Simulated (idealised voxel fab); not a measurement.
Process module heading - voxel self aligned vias
Cross-section cut: width 280 nm, square cells of 5 nm.
In this document a cross-section is written as a grid of square cells. It is given as a series of bands, listed from the top down, and a band is one or more rows of cells.
Each band's line starts with the height of the band's top and of its bottom, in nm. Then come its materials from left to right, each with its width in nm. One material with "throughout" fills the band from edge to edge. "air" is empty space.
All heights in this document are referenced to 0, defined as the level beneath which the wafer, as received, consists entirely of one material. The lowest band is not bounded below; it extends indefinitely downward and is written in the form "0..down".
With a width like "30->40", each row of cells in the band differs from the next by the same amount, the top row carrying the first number and the bottom row the second.
Key: "no change occurred" - step with no changed cell in the cross-section.
This entry, "Internal closed voids", enumerates those empty regions of no fewer than 8 cells that possess no open connection to the top. Each region is reported in the form width x height at distance, the distance being taken from the left edge, with all three quantities expressed in nm.
Where a step's line continues beyond its settings, the continuation is a remark by the simulator itself on that step.
What "overlay nm" on a step's line means: if the step has a mask, that mask lay this far to the right of its planned place, or, when the value is negative, to the left.
**Below is the list of planned process steps**
step 1: RECEIVE with material Si
step 2: CONFORMAL_DEP with material SiO2, thk nm 15
step 3: CONFORMAL_DEP with material SiCN, thk nm 5
step 4: DIRECTIONAL_DEP with material lowk, thk nm 30
step 5: MASKED_ETCH with tone open, mask id LINES, width nm 30, pitch nm 75, etch materials lowk, depth nm 30, overlay nm 0
step 6: CONFORMAL_DEP with material TiN, thk nm 5
step 7: FILL_DEP with material W, thk nm 10
step 8: CMP with height nm 50
step 9: SELECTIVE_ETCH with etch materials W Ru TiN, depth nm 10
step 10: FILL_DEP with material SiN, thk nm 10
step 11: CMP with height nm 50
step 12: DIRECTIONAL_DEP with material lowk, thk nm 20
step 13: MASKED_ETCH with tone open, mask id VIAS, width nm 50, etch materials lowk, depth nm 20, overlay nm 0
step 14: MASKED_ETCH with tone open, mask id VIAS, width nm 50, etch materials SiN, depth nm 10, overlay nm 0
step 15: CONFORMAL_DEP with material TiN, thk nm 5
step 16: FILL_DEP with material Ru, thk nm 5
step 17: CMP with height nm 70
step 18: CONFORMAL_DEP with material SiN, thk nm 5
**This is the cross-section of the wafer as we received it, i.e. after step 1**
- 0..down: Si throughout
- Internal closed voids: none
**Here's the wafer cut in cross-section after the module, started and planned just like above, except one thing was done wrong in the run**
- 75..70: SiN throughout
- 70..55: lowk=75 / TiN=5 / Ru=40 / TiN=5 / lowk=155
- 55..50: lowk=75 / TiN=15 / Ru=20 / TiN=15 / lowk=155
- 50..45: lowk=85 / TiN=5 / Ru=20 / TiN=5 / lowk=45 / SiN=30 / lowk=90
- 45..40: lowk=85 / TiN=30 / lowk=45 / SiN=30 / lowk=90
- 40..25: lowk=85 / TiN=5 / W=20 / TiN=5 / lowk=45 / TiN=5 / W=20 / TiN=5 / lowk=90
- 25..20: lowk=85 / TiN=30 / lowk=45 / TiN=30 / lowk=90
- 20..5: SiO2 throughout
- 5..0: SiCN throughout
- 0..down: Si throughout
- Internal closed voids: none
Heads up, the wafer didn't run the way we planned it: deviation from plan: step 3 and step 2 executed in one another's positions
